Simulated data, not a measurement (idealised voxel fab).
Name of the process module below: voxel wiring stack
280 nm wide, 5 nm square cells: that's cross-section cut.
When this document writes out a cross-section, it uses a grid of square cells and lists it as bands, beginning at the top and moving down, with a band standing for one or more rows of cells.
What a band's entry tells you: where the top is and where the bottom is, as heights in nm, and after that what lies inside, material by material from left to right, each with its width in nm. Empty space is written as the word "air", and a single material marked with the word "full width" occupies the band from edge to edge.
Measure heights from 0. That's the level where, below it, the as-received wafer is all one material. The lowest band is bottomless and extends downward; write it as in "0 -> down".
When a width is written as two numbers, as in "30..40", the first number is the width in the top row of cells of the band and the second is the width in its bottom row, and the width changes by the same amount from each row to the next.
Step note "nothing got changed" = no cross-section cell changed.
The entry "Closed-off voids" lists the empty spaces that cover at least 8 cells and have no open path to the top. Each is written as width x height at distance, where the distance is measured from the left edge and all three values are in nm.
What comes after the settings on a step's line is commentary from the simulator itself on that step.
"overlay nm" on a masked step: distance the mask lay right of its planned place, negative for left.
# The steps planned for the process are as follows
| 1 | RECEIVE,material Si |
| 2 | CONFORMAL_DEP,material SiO2,thk nm 10 |
| 3 | CONFORMAL_DEP,material SiCN,thk nm 5 |
| 4 | DIRECTIONAL_DEP,material SiO2,thk nm 25 |
| 5 | MASKED_ETCH,tone open,mask id METAL_1,width nm 30,pitch nm 60,etch materials SiO2,depth nm 25,overlay nm 0 |
| 6 | MASKED_ETCH,tone open,mask id METAL_1,width nm 30,pitch nm 60,etch materials SiCN,depth nm 5,overlay nm 0 |
| 7 | CONFORMAL_DEP,material TiN,thk nm 5 |
| 8 | FILL_DEP,material Cu,thk nm 10 |
| 9 | CMP,height nm 40 |
| 10 | EPI,material Ru,thk nm 5 |
| 11 | FILL_DEP,material SiCN,thk nm 5 |
| 12 | DIRECTIONAL_DEP,material lowk,thk nm 15 |
| 13 | DIRECTIONAL_DEP,material aC,thk nm 10 |
| 14 | PATTERN,tone open,mask id PLUG_1,material resist,width nm 15,pitch nm 60,thk nm 25,overlay nm 0 |
| 15 | DIRECTIONAL_ETCH,etch materials aC,depth nm 10 |
| 16 | STRIP,etch materials resist |
| 17 | DIRECTIONAL_ETCH,etch materials lowk,depth nm 15 |
| 18 | DIRECTIONAL_ETCH,etch materials SiCN,depth nm 5 |
| 19 | STRIP,etch materials aC |
| 20 | CONFORMAL_DEP,material TiN,thk nm 5 |
| 21 | FILL_DEP,material Cu,thk nm 5 |
| 22 | CMP,height nm 65 |
| 23 | DIRECTIONAL_DEP,material TiN,thk nm 5 |
| 24 | DIRECTIONAL_DEP,material W,thk nm 25 |
| 25 | MASKED_ETCH,tone cover,mask id METAL_2,width nm 30,pitch nm 60,etch materials W,depth nm 25,overlay nm 0 |
| 26 | MASKED_ETCH,tone cover,mask id METAL_2,width nm 30,pitch nm 60,etch materials TiN,depth nm 5,overlay nm 0 |
| 27 | CONFORMAL_DEP,material SiN,thk nm 5 |
| 28 | FILL_DEP,material lowk,thk nm 10 |
| 29 | CMP,height nm 95 |
| 30 | CONFORMAL_DEP,material SiCN,thk nm 5 |
| 31 | DIRECTIONAL_DEP,material lowk,thk nm 15 |
| 32 | DIRECTIONAL_DEP,material aC,thk nm 15 |
| 33 | PATTERN,tone open,mask id PLUG_2,material resist,width nm 15,pitch nm 60,thk nm 35,overlay nm 0 |
| 34 | DIRECTIONAL_ETCH,etch materials aC,depth nm 15 |
| 35 | STRIP,etch materials resist |
| 36 | DIRECTIONAL_ETCH,etch materials lowk,depth nm 15 |
| 37 | DIRECTIONAL_ETCH,etch materials SiCN,depth nm 5 |
| 38 | STRIP,etch materials aC |
| 39 | CONFORMAL_DEP,material TiN,thk nm 5 |
| 40 | FILL_DEP,material Cu,thk nm 10 |
| 41 | CMP,height nm 115 |
| 42 | DIRECTIONAL_DEP,material TiN,thk nm 5 |
| 43 | DIRECTIONAL_DEP,material W,thk nm 25 |
| 44 | DIRECTIONAL_DEP,material aC,thk nm 10 |
| 45 | PATTERN,tone cover,mask id METAL_3,material resist,width nm 30,pitch nm 60,thk nm 30,overlay nm 0 |
| 46 | DIRECTIONAL_ETCH,etch materials aC,depth nm 10 |
| 47 | STRIP,etch materials resist |
| 48 | DIRECTIONAL_ETCH,etch materials W,depth nm 25 |
| 49 | DIRECTIONAL_ETCH,etch materials TiN,depth nm 5 |
| 50 | STRIP,etch materials aC |
| 51 | FILL_DEP,material lowk,thk nm 10 |
| 52 | CMP,height nm 145 |
| 53 | CONFORMAL_DEP,material SiN,thk nm 5 |
varied across the wafers: width nm of step 33. The plan shows the first wafer's value. All wafers start alike
# The first of several wafers, as received after step 1, seen in section
    0 -> down = Si full width
    Closed-off voids: none
# Module finished, last step 53 done: cross-section of the first of several wafers
    150 -> 145 = SiN full width
    145 -> 120 = lowk 95 nm, then W 30 nm, then lowk 30 nm, then W 30 nm, then lowk 95 nm
    120 -> 115 = lowk 95 nm, then TiN 30 nm, then lowk 30 nm, then TiN 30 nm, then lowk 95 nm
    115 -> 100 = lowk 95 nm, then TiN 5 nm, then Cu 5 nm, then TiN 5 nm, then lowk 45 nm, then TiN 5 nm, then Cu 5 nm, then TiN 5 nm, then lowk 110 nm
    100 -> 95 = SiCN 95 nm, then TiN 15 nm, then SiCN 45 nm, then TiN 15 nm, then SiCN 110 nm
    95 -> 70 = lowk 90 nm, then SiN 5 nm, then W 30 nm, then SiN 5 nm, then lowk 20 nm, then SiN 5 nm, then W 30 nm, then SiN 5 nm, then lowk 90 nm
    70 -> 65 = SiN 95 nm, then TiN 30 nm, then SiN 30 nm, then TiN 30 nm, then SiN 95 nm
    65 -> 50 = lowk 95 nm, then TiN 5 nm, then Cu 5 nm, then TiN 5 nm, then lowk 45 nm, then TiN 5 nm, then Cu 5 nm, then TiN 5 nm, then lowk 110 nm
    50 -> 45 = SiCN 95 nm, then TiN 15 nm, then SiCN 45 nm, then TiN 15 nm, then SiCN 110 nm
    45 -> 40 = SiCN 90 nm, then Ru 40 nm, then SiCN 20 nm, then Ru 40 nm, then SiCN 90 nm
    40 -> 15 = SiO2 95 nm, then TiN 5 nm, then Cu 20 nm, then TiN 5 nm, then SiO2 30 nm, then TiN 5 nm, then Cu 20 nm, then TiN 5 nm, then SiO2 95 nm
    15 -> 10 = SiCN 95 nm, then TiN 30 nm, then SiCN 30 nm, then TiN 30 nm, then SiCN 95 nm
    10 -> 0 = SiO2 full width
    0 -> down = Si full width
    Closed-off voids: none
# Cross-section, last wafer, module completion
    150 -> 145 = SiN full width
    145 -> 120 = lowk 95 nm, then W 30 nm, then lowk 30 nm, then W 30 nm, then lowk 95 nm
    120 -> 115 = lowk 95 nm, then TiN 30 nm, then lowk 30 nm, then TiN 30 nm, then lowk 95 nm
    115 -> 100 = lowk 90 nm, then TiN 5 nm, then Cu 20 nm, then TiN 5 nm, then lowk 30 nm, then TiN 5 nm, then Cu 20 nm, then TiN 5 nm, then lowk 100 nm
    100 -> 95 = SiCN 90 nm, then TiN 30 nm, then SiCN 30 nm, then TiN 30 nm, then SiCN 100 nm
    95 -> 70 = lowk 90 nm, then SiN 5 nm, then W 30 nm, then SiN 5 nm, then lowk 20 nm, then SiN 5 nm, then W 30 nm, then SiN 5 nm, then lowk 90 nm
    70 -> 65 = SiN 95 nm, then TiN 30 nm, then SiN 30 nm, then TiN 30 nm, then SiN 95 nm
    65 -> 50 = lowk 95 nm, then TiN 5 nm, then Cu 5 nm, then TiN 5 nm, then lowk 45 nm, then TiN 5 nm, then Cu 5 nm, then TiN 5 nm, then lowk 110 nm
    50 -> 45 = SiCN 95 nm, then TiN 15 nm, then SiCN 45 nm, then TiN 15 nm, then SiCN 110 nm
    45 -> 40 = SiCN 90 nm, then Ru 40 nm, then SiCN 20 nm, then Ru 40 nm, then SiCN 90 nm
    40 -> 15 = SiO2 95 nm, then TiN 5 nm, then Cu 20 nm, then TiN 5 nm, then SiO2 30 nm, then TiN 5 nm, then Cu 20 nm, then TiN 5 nm, then SiO2 95 nm
    15 -> 10 = SiCN 95 nm, then TiN 30 nm, then SiCN 30 nm, then TiN 30 nm, then SiCN 95 nm
    10 -> 0 = SiO2 full width
    0 -> down = Si full width
    Closed-off voids: none
# Per wafer, end of module: cells gained (+) or lost (-) per material since receipt, then closed voids
width nm 15 | +52 Cu | +16 Ru | +184 SiCN | +120 SiN | +332 SiO2 | +92 TiN | +120 W | +764 lowk | Closed-off voids: none
width nm 20 | +58 Cu | +16 Ru | +182 SiCN | +120 SiN | +332 SiO2 | +94 TiN | +120 W | +758 lowk | Closed-off voids: none
width nm 25 | +64 Cu | +16 Ru | +180 SiCN | +120 SiN | +332 SiO2 | +96 TiN | +120 W | +752 lowk | Closed-off voids: none
width nm 30 | +70 Cu | +16 Ru | +178 SiCN | +120 SiN | +332 SiO2 | +98 TiN | +120 W | +746 lowk | Closed-off voids: none
